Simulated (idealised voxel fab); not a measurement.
The name of this process module is voxel air gaps.
Section cut is 245 nm wide and gridded with 5 nm square cells.
Cross-section spec: square-cell grid; bands listed top down; each band is one or more rows. Band entry format. Leading values: height of top, height of bottom, nm. Remainder: materials in left-to-right order, each with its width in nm. Special words: "everywhere" on a single material, which then fills the band edge to edge; "air", empty space. Measure heights from 0. That's the level where, below it, the as-received wafer is all one material. The lowest band is bottomless and extends downward; write it as in "from 0 down". The expression "30 to 40" gives the width at the extremes of the band, the first number at its top row of cells and the second at its bottom row, with the width changing by equal amounts from each row to the next in between. "nothing different" after a step means that no cell of the cross-section changed. If an empty space has no open way to the top and is at least 8 cells in size, "Enclosed void list" lists it, written width x height at distance, where distance is measured from the left edge and every value is in nm. Formally, on a step line, whatever follows the settings is a remark that the simulator itself makes on the step. overlay nm: how far to the right of its planned place the mask lay on this masked step (negative: to the left).
[Listed below are the process steps as planned]
1 op RECEIVE | material Si
2 op CONFORMAL_DEP | material SiO2 | thk nm 15
3 op CONFORMAL_DEP | material SiCN | thk nm 5
4 op DIRECTIONAL_DEP | material lowk | thk nm 35
5 op PATTERN | tone open | mask id LINES | material resist | width nm 25 | pitch nm 55 | thk nm 20 | overlay nm 0
6 op DIRECTIONAL_ETCH | etch materials lowk | depth nm 35
7 op STRIP | etch materials resist
8 op CONFORMAL_DEP | material TiN | thk nm 5
9 op FILL_DEP | material W | thk nm 5
10 op CMP | height nm 55
11 op EPI | material Ru | thk nm 10
12 op SELECTIVE_ETCH | etch materials lowk | depth nm 45
13 op CONFORMAL_DEP | material SiCN | thk nm 5
[Here's what the wafer looked like in cross-section when it arrived - that's after step 1]
- from 0 down: Si everywhere
- Enclosed void list: none
[Cross-section: first of two wafers, module finished, run according to plan]
- from 70 to 65: 40 nm air | 165 nm SiCN | 40 nm air
- from 65 to 55: 40 nm air | 5 nm SiCN | 45 nm Ru | 10 nm SiCN | 45 nm Ru | 10 nm SiCN | 45 nm Ru | 5 nm SiCN | 40 nm air
- from 55 to 50: 40 nm air | 15 nm SiCN | 5 nm TiN | 15 nm W | 5 nm TiN | 30 nm SiCN | 5 nm TiN | 15 nm W | 5 nm TiN | 30 nm SiCN | 5 nm TiN | 15 nm W | 5 nm TiN | 15 nm SiCN | 40 nm air
- from 50 to 25: 50 nm air | 5 nm SiCN | 5 nm TiN | 15 nm W | 5 nm TiN | 5 nm SiCN | 20 nm air | 5 nm SiCN | 5 nm TiN | 15 nm W | 5 nm TiN | 5 nm SiCN | 20 nm air | 5 nm SiCN | 5 nm TiN | 15 nm W | 5 nm TiN | 5 nm SiCN | 50 nm air
- from 25 to 20: 55 nm SiCN | 25 nm TiN | 30 nm SiCN | 25 nm TiN | 30 nm SiCN | 25 nm TiN | 55 nm SiCN
- from 20 to 15: SiCN everywhere
- from 15 to 0: SiO2 everywhere
- from 0 down: Si everywhere
- Enclosed void list: 20 x 25 at 85; 20 x 25 at 140
[What the second wafer looks like in cross-section once the module is done. Its start and its plan matched the first wafer's exactly; what differed was one mistake in how it was run]
- from 70 to 65: SiCN everywhere
- from 65 to 55: 65 nm Ru | 5 nm SiCN | 50 nm Ru | 5 nm SiCN | 50 nm Ru | 5 nm SiCN | 65 nm Ru
- from 55 to 50: 50 nm W | 5 nm TiN | 25 nm SiCN | 5 nm TiN | 20 nm W | 5 nm TiN | 25 nm SiCN | 5 nm TiN | 20 nm W | 5 nm TiN | 25 nm SiCN | 5 nm TiN | 50 nm W
- from 50 to 25: 50 nm W | 5 nm TiN | 5 nm SiCN | 15 nm air | 5 nm SiCN | 5 nm TiN | 20 nm W | 5 nm TiN | 5 nm SiCN | 15 nm air | 5 nm SiCN | 5 nm TiN | 20 nm W | 5 nm TiN | 5 nm SiCN | 15 nm air | 5 nm SiCN | 5 nm TiN | 50 nm W
- from 25 to 20: 55 nm TiN | 25 nm SiCN | 30 nm TiN | 25 nm SiCN | 30 nm TiN | 25 nm SiCN | 55 nm TiN
- from 20 to 15: SiCN everywhere
- from 15 to 0: SiO2 everywhere
- from 0 down: Si everywhere
- Enclosed void list: 15 x 25 at 60; 15 x 25 at 115; 15 x 25 at 170
what went wrong: step 5 changed vs plan, executed as op PATTERN | tone cover | mask id LINES | material resist | width nm 25 | pitch nm 55 | thk nm 20 | overlay nm 0
Materials where the second wafer ends with more or fewer cells than the first: +38 Ru; -12 SiCN; +19 TiN; +114 W
Ultimately, the number of closed voids is 2 in the first wafer and 3 in the second wafer.
